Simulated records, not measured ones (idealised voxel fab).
process module | voxel gate over fins
cross-section cut | 150 nm wide | cells 5 nm
A cross-section is a grid of square cells, given in bands from the top down. A band is one or more rows of cells.
Each band's line starts with the height of the band's top and of its bottom, in nm. Then come its materials from left to right, each with its width in nm. One material with "throughout" fills the band from edge to edge. "air" is empty space.
Height 0 is the level under which the wafer as received is all one material. The lowest band goes on downwards, as in "0 down".
A width such as "30 to 40" changes by the same amount from each row of cells to the next, from the band's top row to its bottom row.
"no change" after a step means that no cell of the cross-section changed.
closed voids: empty space of 8 cells or more with no open way to the top, each as width x height at its distance from the left edge, in nm
after a step's settings: what the simulator itself notes on the step
overlay nm, on a step with a mask: how far to the right of its planned place the mask lay; to the left if negative
plan
1 op RECEIVE | material Si
2 op CONFORMAL_DEP | material SiN | thk nm 10
3 op PATTERN | tone cover | mask id FINS | material resist | width nm 15 | pitch nm 35 | thk nm 15 | overlay nm 0
4 op DIRECTIONAL_ETCH | etch materials SiN | depth nm 10
5 op DIRECTIONAL_ETCH | etch materials Si | depth nm 30
6 op STRIP | etch materials resist
7 op OXIDIZE | depth nm 5
8 op FILL_DEP | material SiO2 | thk nm 10
9 op CMP | height nm 10
10 op SELECTIVE_ETCH | etch materials SiO2 | depth nm 20
11 op STRIP | etch materials SiN
12 op CONFORMAL_DEP | material HfO2 | thk nm 5
13 op CONFORMAL_DEP | material TiN | thk nm 5
14 op CONFORMAL_DEP | material TiAl | thk nm 5
15 op CONFORMAL_DEP | material TiN | thk nm 5
16 op FILL_DEP | material W | thk nm 10
17 op CMP | height nm 25
18 op CONFORMAL_DEP | material SiN | thk nm 5
first wafer, as planned
as received, after step 1
  0 down: Si throughout
  closed voids: none
after step 2
  10 to 0: SiN throughout
  below 0: unchanged
after step 3
  25 to 10: air 30 | resist 15 | air 20 | resist 15 | air 20 | resist 15 | air 35
  below 10: unchanged
after step 4
  25 to 10: air 30 | resist 15 | air 20 | resist 15 | air 20 | resist 15 | air 35
  10 to 0: air 30 | SiN 15 | air 20 | SiN 15 | air 20 | SiN 15 | air 35
  below 0: unchanged
after step 5
  25 to 10: air 30 | resist 15 | air 20 | resist 15 | air 20 | resist 15 | air 35
  10 to 0: air 30 | SiN 15 | air 20 | SiN 15 | air 20 | SiN 15 | air 35
  0 to -30: air 30 | Si 15 | air 20 | Si 15 | air 20 | Si 15 | air 35
  below -30: unchanged
after step 6
  10 to 0: air 30 | SiN 15 | air 20 | SiN 15 | air 20 | SiN 15 | air 35
  below 0: unchanged
after step 7
  10 to 0: air 30 | SiN 15 | air 20 | SiN 15 | air 20 | SiN 15 | air 35
  0 to -30: air 30 | SiO2 5 | Si 5 | SiO2 5 | air 20 | SiO2 5 | Si 5 | SiO2 5 | air 20 | SiO2 5 | Si 5 | SiO2 5 | air 35
  -30 to -35: SiO2 35 | Si 5 | SiO2 30 | Si 5 | SiO2 30 | Si 5 | SiO2 40
  below -35: unchanged
after step 8
  20 to 10: SiO2 throughout
  10 to 0: SiO2 30 | SiN 15 | SiO2 20 | SiN 15 | SiO2 20 | SiN 15 | SiO2 35
  0 to -35: SiO2 35 | Si 5 | SiO2 30 | Si 5 | SiO2 30 | Si 5 | SiO2 40
  below -35: unchanged
after step 9
  10 to 0: SiO2 30 | SiN 15 | SiO2 20 | SiN 15 | SiO2 20 | SiN 15 | SiO2 35
  below 0: unchanged
after step 10
  10 to 0: air 30 | SiN 15 | air 20 | SiN 15 | air 20 | SiN 15 | air 35
  0 to -10: air 35 | Si 5 | air 30 | Si 5 | air 30 | Si 5 | air 40
  below -10: unchanged
after step 11
  0 to -10: air 35 | Si 5 | air 30 | Si 5 | air 30 | Si 5 | air 40
  below -10: unchanged
after step 12
  5 to 0: air 30 | HfO2 15 | air 20 | HfO2 15 | air 20 | HfO2 15 | air 35
  0 to -5: air 30 | HfO2 5 | Si 5 | HfO2 5 | air 20 | HfO2 5 | Si 5 | HfO2 5 | air 20 | HfO2 5 | Si 5 | HfO2 5 | air 35
  -5 to -10: HfO2 35 | Si 5 | HfO2 30 | Si 5 | HfO2 30 | Si 5 | HfO2 40
  below -10: unchanged
after step 13
  10 to 5: air 25 | TiN 25 | air 10 | TiN 25 | air 10 | TiN 25 | air 30
  5 to 0: air 25 | TiN 5 | HfO2 15 | TiN 5 | air 10 | TiN 5 | HfO2 15 | TiN 5 | air 10 | TiN 5 | HfO2 15 | TiN 5 | air 30
  0 to -5: TiN 30 | HfO2 5 | Si 5 | HfO2 5 | TiN 20 | HfO2 5 | Si 5 | HfO2 5 | TiN 20 | HfO2 5 | Si 5 | HfO2 5 | TiN 35
  below -5: unchanged
after step 14
  15 to 10: air 20 | TiAl 105 | air 25
  10 to 5: air 20 | TiAl 5 | TiN 25 | TiAl 10 | TiN 25 | TiAl 10 | TiN 25 | TiAl 5 | air 25
  5 to 0: TiAl 25 | TiN 5 | HfO2 15 | TiN 5 | TiAl 10 | TiN 5 | HfO2 15 | TiN 5 | TiAl 10 | TiN 5 | HfO2 15 | TiN 5 | TiAl 30
  below 0: unchanged
after step 15
  20 to 15: air 15 | TiN 115 | air 20
  15 to 10: air 15 | TiN 5 | TiAl 105 | TiN 5 | air 20
  10 to 5: TiN 20 | TiAl 5 | TiN 25 | TiAl 10 | TiN 25 | TiAl 10 | TiN 25 | TiAl 5 | TiN 25
  below 5: unchanged
after step 16
  30 to 20: W throughout
  20 to 15: W 15 | TiN 115 | W 20
  15 to 10: W 15 | TiN 5 | TiAl 105 | TiN 5 | W 20
  below 10: unchanged
after step 17
  25 to 20: W throughout
  below 20: unchanged
after step 18
  30 to 25: SiN throughout
  below 25: unchanged
second wafer: like start, like plan, one mistake. Through step 2 it matches the first wafer
when step 3 should have ended
  25 to 10: air 35 | resist 15 | air 20 | resist 15 | air 20 | resist 15 | air 30
  below 10: unchanged
when step 4 should have ended
  25 to 10: air 35 | resist 15 | air 20 | resist 15 | air 20 | resist 15 | air 30
  10 to 0: air 35 | SiN 15 | air 20 | SiN 15 | air 20 | SiN 15 | air 30
  below 0: unchanged
when step 5 should have ended
  25 to 10: air 35 | resist 15 | air 20 | resist 15 | air 20 | resist 15 | air 30
  10 to 0: air 35 | SiN 15 | air 20 | SiN 15 | air 20 | SiN 15 | air 30
  0 to -30: air 35 | Si 15 | air 20 | Si 15 | air 20 | Si 15 | air 30
  below -30: unchanged
when step 6 should have ended
  10 to 0: air 35 | SiN 15 | air 20 | SiN 15 | air 20 | SiN 15 | air 30
  below 0: unchanged
when step 7 should have ended
  10 to 0: air 35 | SiN 15 | air 20 | SiN 15 | air 20 | SiN 15 | air 30
  0 to -30: air 35 | SiO2 5 | Si 5 | SiO2 5 | air 20 | SiO2 5 | Si 5 | SiO2 5 | air 20 | SiO2 5 | Si 5 | SiO2 5 | air 30
  -30 to -35: SiO2 40 | Si 5 | SiO2 30 | Si 5 | SiO2 30 | Si 5 | SiO2 35
  below -35: unchanged
when step 8 should have ended
  20 to 10: SiO2 throughout
  10 to 0: SiO2 35 | SiN 15 | SiO2 20 | SiN 15 | SiO2 20 | SiN 15 | SiO2 30
  0 to -35: SiO2 40 | Si 5 | SiO2 30 | Si 5 | SiO2 30 | Si 5 | SiO2 35
  below -35: unchanged
when step 9 should have ended
  10 to 0: SiO2 35 | SiN 15 | SiO2 20 | SiN 15 | SiO2 20 | SiN 15 | SiO2 30
  below 0: unchanged
when step 10 should have ended
  10 to 0: air 35 | SiN 15 | air 20 | SiN 15 | air 20 | SiN 15 | air 30
  0 to -10: air 40 | Si 5 | air 30 | Si 5 | air 30 | Si 5 | air 35
  below -10: unchanged
when step 11 should have ended
  0 to -10: air 40 | Si 5 | air 30 | Si 5 | air 30 | Si 5 | air 35
  below -10: unchanged
when step 12 should have ended
  5 to 0: air 35 | HfO2 15 | air 20 | HfO2 15 | air 20 | HfO2 15 | air 30
  0 to -5: air 35 | HfO2 5 | Si 5 | HfO2 5 | air 20 | HfO2 5 | Si 5 | HfO2 5 | air 20 | HfO2 5 | Si 5 | HfO2 5 | air 30
  -5 to -10: HfO2 40 | Si 5 | HfO2 30 | Si 5 | HfO2 30 | Si 5 | HfO2 35
  below -10: unchanged
when step 13 should have ended
  10 to 5: air 30 | TiN 25 | air 10 | TiN 25 | air 10 | TiN 25 | air 25
  5 to 0: air 30 | TiN 5 | HfO2 15 | TiN 5 | air 10 | TiN 5 | HfO2 15 | TiN 5 | air 10 | TiN 5 | HfO2 15 | TiN 5 | air 25
  0 to -5: TiN 35 | HfO2 5 | Si 5 | HfO2 5 | TiN 20 | HfO2 5 | Si 5 | HfO2 5 | TiN 20 | HfO2 5 | Si 5 | HfO2 5 | TiN 30
  below -5: unchanged
when step 14 should have ended
  15 to 10: air 25 | TiAl 105 | air 20
  10 to 5: air 25 | TiAl 5 | TiN 25 | TiAl 10 | TiN 25 | TiAl 10 | TiN 25 | TiAl 5 | air 20
  5 to 0: TiAl 30 | TiN 5 | HfO2 15 | TiN 5 | TiAl 10 | TiN 5 | HfO2 15 | TiN 5 | TiAl 10 | TiN 5 | HfO2 15 | TiN 5 | TiAl 25
  below 0: unchanged
when step 15 should have ended
  20 to 15: air 20 | TiN 115 | air 15
  15 to 10: air 20 | TiN 5 | TiAl 105 | TiN 5 | air 15
  10 to 5: TiN 25 | TiAl 5 | TiN 25 | TiAl 10 | TiN 25 | TiAl 10 | TiN 25 | TiAl 5 | TiN 20
  below 5: unchanged
when step 16 should have ended
  30 to 20: W throughout
  20 to 15: W 20 | TiN 115 | W 15
  15 to 10: W 20 | TiN 5 | TiAl 105 | TiN 5 | W 15
  below 10: unchanged
when step 17 should have ended
  25 to 20: W throughout
  below 20: unchanged
when step 18 should have ended
  30 to 25: SiN throughout
  below 25: unchanged
what went wrong: step 3 ran as: op PATTERN | tone cover | mask id FINS | material resist | width nm 15 | pitch nm 35 | thk nm 15 | overlay nm 5
at the end the second wafer has, in cells: as many of each material as the first, in other places
